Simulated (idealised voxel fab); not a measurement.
The document below concerns the process module designated voxel fin reveal.
Square cell edge 5 nm, section width 205 nm, ID cut.
In this document a cross-section is written as a grid of square cells. It is given as a series of bands, listed from the top down, and a band is one or more rows of cells. First you get the band's top height and its bottom height, in nm, and then the materials it's made of, left to right, with each width in nm. If you see a single material with "full width", that one covers the band edge to edge. "blank" is empty space. Heights from 0 (as-received wafer is one material below). Bottom band endless downward, as "from 0 down". A two-number width, for instance "30..40", indicates that the width is equal to the first number in the top row of the band and to the second number in the bottom row, and that it changes by a constant amount per row of cells. No cell of the cross-section changed in a step that is given as "same as before". For the entry "Completely sealed voids", the listed items are empty spaces with no open way to the top whose size is 8 cells or more; each item follows the pattern width x height at distance, where distance is from the left edge and all three are in nm. That trailing text on a step's line, after the settings, is the simulator's own remark on the step. A step's line can hold "overlay nm"; with a mask on that step, the setting says how far right of the planned place the mask lay, while a negative setting says it lay to the left.
This section lists the process steps that were planned
1 op RECEIVE | material Si
2 op CONFORMAL_DEP | material SiN | thk nm 5
3 op DIRECTIONAL_DEP | material aC | thk nm 10
4 op PATTERN | tone cover | mask id FINS | material resist | width nm 15 | pitch nm 45 | thk nm 30 | overlay nm 0
5 op DIRECTIONAL_ETCH | etch materials aC | depth nm 10
6 op STRIP | etch materials resist
7 op DIRECTIONAL_ETCH | etch materials SiN | depth nm 5
8 op DIRECTIONAL_ETCH | etch materials Si | depth nm 35
9 op STRIP | etch materials aC
10 op FILL_DEP | material SiO2 | thk nm 15
11 op CMP | height nm 5
12 op SELECTIVE_ETCH | etch materials SiO2 | depth nm 15
13 op STRIP | etch materials SiN
14 op CONFORMAL_DEP | material HfO2 | thk nm 5
As-received wafer cross-section (after step 1)
> from 0 down: Si full width
> Completely sealed voids: none
Cross-section taken at module completion on the first of two wafers; processed per the plan
> from 5 to 0: blank: 45, HfO2: 25, blank: 20, HfO2: 25, blank: 20, HfO2: 25, blank: 45
> from 0 to -5: blank: 45, HfO2: 5, Si: 15, HfO2: 5, blank: 20, HfO2: 5, Si: 15, HfO2: 5, blank: 20, HfO2: 5, Si: 15, HfO2: 5, blank: 45
> from -5 to -10: HfO2: 50, Si: 15, HfO2: 30, Si: 15, HfO2: 30, Si: 15, HfO2: 50
> from -10 to -35: SiO2: 50, Si: 15, SiO2: 30, Si: 15, SiO2: 30, Si: 15, SiO2: 50
> from -35 down: Si full width
> Completely sealed voids: none
Same start, same plan as the first wafer - but one mistake in the run. Cross-section of the second of the two at the end of the module
> from 5 to 0: blank: 55, HfO2: 25, blank: 20, HfO2: 25, blank: 20, HfO2: 25, blank: 35
> from 0 to -5: blank: 55, HfO2: 5, Si: 15, HfO2: 5, blank: 20, HfO2: 5, Si: 15, HfO2: 5, blank: 20, HfO2: 5, Si: 15, HfO2: 5, blank: 35
> from -5 to -10: HfO2: 60, Si: 15, HfO2: 30, Si: 15, HfO2: 30, Si: 15, HfO2: 40
> from -10 to -35: SiO2: 60, Si: 15, SiO2: 30, Si: 15, SiO2: 30, Si: 15, SiO2: 40
> from -35 down: Si full width
> Completely sealed voids: none
Misprocessing identified: not per plan at step 4, really ran op PATTERN | tone cover | mask id FINS | material resist | width nm 15 | pitch nm 45 | thk nm 30 | overlay nm 10
The two final wafers agree on how many cells each material fills and disagree on which cells those are.
